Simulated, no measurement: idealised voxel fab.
The document below concerns the process module designated voxel air gaps.
Pictured: cross-section cut, 250 nm wide, on a grid of 5 nm square cells.
Format of a cross-section: grid, square cells. Given as bands. Order: top down. Band: one or more rows of cells.
Top height, bottom height, nm. Materials left to right, width each, nm. Single material + "throughout" = fills band edge to edge. "air" = empty.
Zero point of the height axis is 0; under it, received wafer = one material. Lowest band: continues down indefinitely, "z 0 and below".
Width spec "30..40" -> top row of cells at first value, bottom row at second value, equal per-row change in between.
Step note "no alteration" = no cross-section cell changed.
"Fully closed voids" lists enclosed empty spaces (at least 8 cells, no open path upward to the top), each as width x height at distance from the left edge, in nm.
On a step's line, text after the settings is the simulator commenting on that step.
Among the settings permitted on a step's line is "overlay nm"; applied to a step with a mask, it specifies the extent to which the mask lay to the right of its planned position, whereas a negative figure signifies a position to the left.
**Steps in the process plan**
1: RECEIVE: material Si
2: CONFORMAL_DEP: material SiO2, thk nm 15
3: CONFORMAL_DEP: material SiN, thk nm 5
4: DIRECTIONAL_DEP: material SiO2, thk nm 40
5: DIRECTIONAL_DEP: material aC, thk nm 15
6: PATTERN: tone open, mask id LINES, material resist, width nm 15, pitch nm 40, thk nm 35, overlay nm 0
7: DIRECTIONAL_ETCH: etch materials aC, depth nm 15
8: STRIP: etch materials resist
9: DIRECTIONAL_ETCH: etch materials SiO2, depth nm 40
10: STRIP: etch materials aC
11: CONFORMAL_DEP: material TiN, thk nm 5
12: FILL_DEP: material Cu, thk nm 5
13: CMP: height nm 60
14: EPI: material Ru, thk nm 10
15: SELECTIVE_ETCH: etch materials SiO2, depth nm 50
16: CONFORMAL_DEP: material SiCN, thk nm 5
**Cross-sectional view of the wafer in its as-received condition, corresponding to the state after step 1**
* z 0 and below = Si throughout
* Fully closed voids: none
**Cross-sectional view of the first of the two wafers upon completion of the module, processed in accordance with the plan**
* z 75 to 70 = 60 of air | 125 of SiCN | 65 of air
* z 70 to 60 = 60 of air | 5 of SiCN | 35 of Ru | 5 of SiCN | 35 of Ru | 5 of SiCN | 35 of Ru | 5 of SiCN | 65 of air
* z 60 to 55 = 60 of air | 15 of SiCN | 5 of TiN | 5 of Cu | 5 of TiN | 25 of SiCN | 5 of TiN | 5 of Cu | 5 of TiN | 25 of SiCN | 5 of TiN | 5 of Cu | 5 of TiN | 15 of SiCN | 65 of air
* z 55 to 25 = 70 of air | 5 of SiCN | 5 of TiN | 5 of Cu | 5 of TiN | 5 of SiCN | 15 of air | 5 of SiCN | 5 of TiN | 5 of Cu | 5 of TiN | 5 of SiCN | 15 of air | 5 of SiCN | 5 of TiN | 5 of Cu | 5 of TiN | 5 of SiCN | 75 of air
* z 25 to 20 = 75 of SiCN | 15 of TiN | 25 of SiCN | 15 of TiN | 25 of SiCN | 15 of TiN | 80 of SiCN
* z 20 to 15 = SiN throughout
* z 15 to 0 = SiO2 throughout
* z 0 and below = Si throughout
* Fully closed voids: 15 x 30 at 95; 15 x 30 at 135
**Now the second wafer, cross-sectioned at the end of the module. Nothing different at the start, nothing different in the plan compared with the first, just one mistake when it was actually run**
* z 75 to 70 = 60 of air | 125 of SiCN | 65 of air
* z 70 to 60 = 60 of air | 5 of SiCN | 35 of Ru | 5 of SiCN | 35 of Ru | 5 of SiCN | 35 of Ru | 5 of SiCN | 65 of air
* z 60 to 25 = 60 of air | 5 of SiCN | 10 of Ru | 5 of TiN | 5 of Cu | 5 of TiN | 10 of Ru | 5 of SiCN | 10 of Ru | 5 of TiN | 5 of Cu | 5 of TiN | 10 of Ru | 5 of SiCN | 10 of Ru | 5 of TiN | 5 of Cu | 5 of TiN | 10 of Ru | 5 of SiCN | 65 of air
* z 25 to 20 = 65 of SiCN | 10 of Ru | 15 of TiN | 10 of Ru | 5 of SiCN | 10 of Ru | 15 of TiN | 10 of Ru | 5 of SiCN | 10 of Ru | 15 of TiN | 10 of Ru | 70 of SiCN
* z 20 to 15 = SiN throughout
* z 15 to 0 = SiO2 throughout
* z 0 and below = Si throughout
* Fully closed voids: none
Short version of what went wrong: note: step 14 <-> step 15, run order reversed vs plan
Cell-count delta at end, second wafer over first, by material: Ru: 96 more | SiCN: 36 fewer
First wafer closed voids (final) = 2; second wafer closed voids (final) = 0.
